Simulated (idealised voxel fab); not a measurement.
Process module, titled voxel transistor to metal
Displayed cross-section: cut, width of 285 nm, square cells sized 5 nm.
Cross-section spec: square-cell grid; bands listed top down; each band is one or more rows. Quick guide to a band line: top height, bottom height (nm) up front; then every material left to right with its width in nm. Only one material and it's marked "all across"? Then it fills the band edge to edge. And "blank" just means empty space. Height datum 0, below which the as-received substrate wafer is one material. Lowest band open at the bottom, running downward: "0 and below". Graded width ("30 to 40"): value in top row of band = first number; value in bottom row = second number; row-to-row change constant. Any step labelled "nothing different" changed none of the cells in the cross-section. The entry titled "Closed internal voids" provides the empty spaces that have no open way to the top, restricted to those of 8 cells or more. Each is presented as width x height at distance, the distance being measured from the left edge, with all three in nm. Past the settings on a step's line: simulator remark, on that step. The line of a step may include "overlay nm". On a step with a mask, this value is how far to the right of its planned place the mask lay. A negative value means the mask lay to the left.
-- The steps planned for the process are as follows
1) RECEIVE [material Si]
2) CONFORMAL_DEP [material SiO2] [thk nm 5]
3) CONFORMAL_DEP [material SiN] [thk nm 10]
4) DIRECTIONAL_DEP [material aC] [thk nm 10]
5) PATTERN [tone cover] [mask id ACTIVE] [material resist] [width nm 90] [pitch nm 115] [thk nm 25] [overlay nm 0]
6) DIRECTIONAL_ETCH [etch materials aC] [depth nm 10]
7) STRIP [etch materials resist]
8) DIRECTIONAL_ETCH [etch materials SiN] [depth nm 10]
9) DIRECTIONAL_ETCH [etch materials SiO2] [depth nm 5]
10) DIRECTIONAL_ETCH [etch materials Si] [depth nm 25]
11) STRIP [etch materials aC]
12) FILL_DEP [material SiO2] [thk nm 10]
13) CMP [height nm 15]
14) SELECTIVE_ETCH [etch materials SiO2] [depth nm 10]
15) STRIP [etch materials SiN]
16) SELECTIVE_ETCH [etch materials SiO2] [depth nm 5]
17) OXIDIZE [depth nm 5]
18) DIRECTIONAL_DEP [material polySi] [thk nm 30]
19) DIRECTIONAL_DEP [material SiCN] [thk nm 15]
20) PATTERN [tone cover] [mask id GATE] [material resist] [width nm 20] [pitch nm 115] [thk nm 20] [overlay nm 0]
21) DIRECTIONAL_ETCH [etch materials SiCN] [depth nm 25]
22) DIRECTIONAL_ETCH [etch materials polySi] [depth nm 40]
23) STRIP [etch materials resist]
24) CONFORMAL_DEP [material SiO2] [thk nm 5]
25) DIRECTIONAL_ETCH [etch materials SiO2] [depth nm 5]
26) CONFORMAL_DEP [material SiN] [thk nm 5]
27) DIRECTIONAL_ETCH [etch materials SiN] [depth nm 5]
28) DIRECTIONAL_ETCH [etch materials SiO2] [depth nm 5]
29) DIRECTIONAL_ETCH [etch materials Si] [depth nm 10]
30) EPI [material SiGe] [thk nm 15]
31) FILL_DEP [material SiO2] [thk nm 5]
32) CMP [height nm 45]
33) DIRECTIONAL_DEP [material SiO2] [thk nm 15]
34) PATTERN [tone open] [mask id CONTACT] [material resist] [width nm 15] [thk nm 20] [overlay nm 0]
35) DIRECTIONAL_ETCH [etch materials SiO2] [depth nm 60]
36) STRIP [etch materials resist]
37) CONFORMAL_DEP [material TiN] [thk nm 5]
38) FILL_DEP [material Ru] [thk nm 10]
39) CMP [height nm 60]
40) CONFORMAL_DEP [material SiCN] [thk nm 5]
41) DIRECTIONAL_DEP [material lowk] [thk nm 15]
42) PATTERN [tone open] [mask id METAL_1] [material resist] [width nm 15] [thk nm 15] [overlay nm 0]
43) DIRECTIONAL_ETCH [etch materials lowk] [depth nm 15]
44) DIRECTIONAL_ETCH [etch materials SiCN] [depth nm 5]
45) STRIP [etch materials resist]
46) CONFORMAL_DEP [material TiN] [thk nm 5]
47) FILL_DEP [material W] [thk nm 5]
48) CMP [height nm 80]
49) CONFORMAL_DEP [material SiCN] [thk nm 5]
50) DIRECTIONAL_DEP [material lowk] [thk nm 30]
51) DIRECTIONAL_DEP [material aC] [thk nm 15]
52) PATTERN [tone open] [mask id METAL_2] [material resist] [width nm 15] [pitch nm 115] [thk nm 30] [overlay nm 0]
53) DIRECTIONAL_ETCH [etch materials aC] [depth nm 15]
54) STRIP [etch materials resist]
55) DIRECTIONAL_ETCH [etch materials lowk] [depth nm 20]
56) STRIP [etch materials aC]
57) PATTERN [tone open] [mask id METAL_2_HOLES] [material resist] [width nm 15] [pitch nm 115] [thk nm 20] [overlay nm 0]
58) DIRECTIONAL_ETCH [etch materials lowk] [depth nm 10]
59) DIRECTIONAL_ETCH [etch materials SiCN] [depth nm 5]
60) STRIP [etch materials resist]
61) CONFORMAL_DEP [material TiN] [thk nm 5]
62) FILL_DEP [material Cu] [thk nm 5]
63) CMP [height nm 115]
64) CONFORMAL_DEP [material SiN] [thk nm 5]
The wafers in this document start out alike and differ in the width nm applied at step 57; the plan shows the value used for the first wafer.
-- Incoming state of the first of several wafers in cross-section: after step 1
> 0 and below: Si all across
> Closed internal voids: none
-- Cross-section after step 64, the final step of the module, for the first of several wafers
> 120 down to 115: SiN all across
> 115 down to 85: 45 lowk / 5 TiN / 5 Cu / 5 TiN / 100 lowk / 5 TiN / 5 Cu / 5 TiN / 110 lowk
> 85 down to 80: 45 SiCN / 15 TiN / 100 SiCN / 15 TiN / 110 SiCN
> 80 down to 65: 45 lowk / 5 TiN / 5 W / 5 TiN / 50 lowk / 5 TiN / 5 W / 5 TiN / 35 lowk / 5 TiN / 5 W / 5 TiN / 50 lowk / 5 TiN / 5 W / 5 TiN / 45 lowk
> 65 down to 60: 45 SiCN / 15 TiN / 50 SiCN / 15 TiN / 35 SiCN / 15 TiN / 50 SiCN / 15 TiN / 45 SiCN
> 60 down to 45: 45 SiO2 / 5 TiN / 5 Ru / 5 TiN / 50 SiO2 / 5 TiN / 5 Ru / 5 TiN / 35 SiO2 / 5 TiN / 5 Ru / 5 TiN / 50 SiO2 / 5 TiN / 5 Ru / 5 TiN / 45 SiO2
> 45 down to 30: 45 SiO2 / 5 TiN / 5 Ru / 5 TiN / 5 SiO2 / 5 SiN / 5 SiO2 / 20 SiCN / 5 SiO2 / 5 SiN / 5 SiO2 / 5 TiN / 5 Ru / 5 TiN / 35 SiO2 / 5 TiN / 5 Ru / 5 TiN / 5 SiO2 / 5 SiN / 5 SiO2 / 20 SiCN / 5 SiO2 / 5 SiN / 5 SiO2 / 5 TiN / 5 Ru / 5 TiN / 45 SiO2
> 30 down to 15: 45 SiO2 / 5 TiN / 5 Ru / 5 TiN / 5 SiO2 / 5 SiN / 5 SiO2 / 20 polySi / 5 SiO2 / 5 SiN / 5 SiO2 / 5 TiN / 5 Ru / 5 TiN / 35 SiO2 / 5 TiN / 5 Ru / 5 TiN / 5 SiO2 / 5 SiN / 5 SiO2 / 20 polySi / 5 SiO2 / 5 SiN / 5 SiO2 / 5 TiN / 5 Ru / 5 TiN / 45 SiO2
> 15 down to 10: 45 SiO2 / 15 TiN / 5 SiO2 / 5 SiN / 5 SiO2 / 20 polySi / 5 SiO2 / 5 SiN / 5 SiO2 / 15 TiN / 35 SiO2 / 15 TiN / 5 SiO2 / 5 SiN / 5 SiO2 / 20 polySi / 5 SiO2 / 5 SiN / 5 SiO2 / 15 TiN / 45 SiO2
> 10 down to 0: 45 SiO2 / 5 TiN / 15 SiGe / 5 SiN / 5 SiO2 / 20 polySi / 5 SiO2 / 5 SiN / 15 SiGe / 5 TiN / 35 SiO2 / 5 TiN / 15 SiGe / 5 SiN / 5 SiO2 / 20 polySi / 5 SiO2 / 5 SiN / 15 SiGe / 5 TiN / 45 SiO2
> 0 down to -5: 35 SiO2 / 30 SiGe / 40 SiO2 / 30 SiGe / 15 SiO2 / 30 SiGe / 40 SiO2 / 30 SiGe / 35 SiO2
> -5 down to -15: 40 SiO2 / 25 SiGe / 40 Si / 25 SiGe / 25 SiO2 / 25 SiGe / 40 Si / 25 SiGe / 40 SiO2
> -15 down to -25: 40 SiO2 / 90 Si / 25 SiO2 / 90 Si / 40 SiO2
> -25 and below: Si all across
> Closed internal voids: none
-- Here's the last wafer cross-sectioned at the end of the module
> 120 down to 115: SiN all across
> 115 down to 105: 40 lowk / 5 to 10 TiN / 20 to 5 Cu / 5 to 15 TiN / 85 lowk / 5 to 10 TiN / 20 to 5 Cu / 5 to 15 TiN / 100 lowk
> 105 down to 85: 45 lowk / 5 TiN / 5 Cu / 5 TiN / 100 lowk / 5 TiN / 5 Cu / 5 TiN / 110 lowk
> 85 down to 80: 45 SiCN / 15 TiN / 100 SiCN / 15 TiN / 110 SiCN
> 80 down to 65: 45 lowk / 5 TiN / 5 W / 5 TiN / 50 lowk / 5 TiN / 5 W / 5 TiN / 35 lowk / 5 TiN / 5 W / 5 TiN / 50 lowk / 5 TiN / 5 W / 5 TiN / 45 lowk
> 65 down to 60: 45 SiCN / 15 TiN / 50 SiCN / 15 TiN / 35 SiCN / 15 TiN / 50 SiCN / 15 TiN / 45 SiCN
> 60 down to 45: 45 SiO2 / 5 TiN / 5 Ru / 5 TiN / 50 SiO2 / 5 TiN / 5 Ru / 5 TiN / 35 SiO2 / 5 TiN / 5 Ru / 5 TiN / 50 SiO2 / 5 TiN / 5 Ru / 5 TiN / 45 SiO2
> 45 down to 30: 45 SiO2 / 5 TiN / 5 Ru / 5 TiN / 5 SiO2 / 5 SiN / 5 SiO2 / 20 SiCN / 5 SiO2 / 5 SiN / 5 SiO2 / 5 TiN / 5 Ru / 5 TiN / 35 SiO2 / 5 TiN / 5 Ru / 5 TiN / 5 SiO2 / 5 SiN / 5 SiO2 / 20 SiCN / 5 SiO2 / 5 SiN / 5 SiO2 / 5 TiN / 5 Ru / 5 TiN / 45 SiO2
> 30 down to 15: 45 SiO2 / 5 TiN / 5 Ru / 5 TiN / 5 SiO2 / 5 SiN / 5 SiO2 / 20 polySi / 5 SiO2 / 5 SiN / 5 SiO2 / 5 TiN / 5 Ru / 5 TiN / 35 SiO2 / 5 TiN / 5 Ru / 5 TiN / 5 SiO2 / 5 SiN / 5 SiO2 / 20 polySi / 5 SiO2 / 5 SiN / 5 SiO2 / 5 TiN / 5 Ru / 5 TiN / 45 SiO2
> 15 down to 10: 45 SiO2 / 15 TiN / 5 SiO2 / 5 SiN / 5 SiO2 / 20 polySi / 5 SiO2 / 5 SiN / 5 SiO2 / 15 TiN / 35 SiO2 / 15 TiN / 5 SiO2 / 5 SiN / 5 SiO2 / 20 polySi / 5 SiO2 / 5 SiN / 5 SiO2 / 15 TiN / 45 SiO2
> 10 down to 0: 45 SiO2 / 5 TiN / 15 SiGe / 5 SiN / 5 SiO2 / 20 polySi / 5 SiO2 / 5 SiN / 15 SiGe / 5 TiN / 35 SiO2 / 5 TiN / 15 SiGe / 5 SiN / 5 SiO2 / 20 polySi / 5 SiO2 / 5 SiN / 15 SiGe / 5 TiN / 45 SiO2
> 0 down to -5: 35 SiO2 / 30 SiGe / 40 SiO2 / 30 SiGe / 15 SiO2 / 30 SiGe / 40 SiO2 / 30 SiGe / 35 SiO2
> -5 down to -15: 40 SiO2 / 25 SiGe / 40 Si / 25 SiGe / 25 SiO2 / 25 SiGe / 40 Si / 25 SiGe / 40 SiO2
> -15 down to -25: 40 SiO2 / 90 Si / 25 SiO2 / 90 Si / 40 SiO2
> -25 and below: Si all across
> Closed internal voids: none
-- Rows = wafers. At module end, each row lists per material the cells gained (+) or lost (-) since the wafer was received, then the closed voids
width nm 15, +12 Cu, +36 Ru, -181 Si, +120 SiCN, +88 SiGe, +93 SiN, +541 SiO2, +158 TiN, +12 W, +441 lowk, +48 polySi, Closed internal voids: none
width nm 20, +14 Cu, +36 Ru, -181 Si, +120 SiCN, +88 SiGe, +93 SiN, +541 SiO2, +160 TiN, +12 W, +437 lowk, +48 polySi, Closed internal voids: none
width nm 25, +16 Cu, +36 Ru, -181 Si, +120 SiCN, +88 SiGe, +93 SiN, +541 SiO2, +162 TiN, +12 W, +433 lowk, +48 polySi, Closed internal voids: none
width nm 30, +18 Cu, +36 Ru, -181 Si, +120 SiCN, +88 SiGe, +93 SiN, +541 SiO2, +164 TiN, +12 W, +429 lowk, +48 polySi, Closed internal voids: none
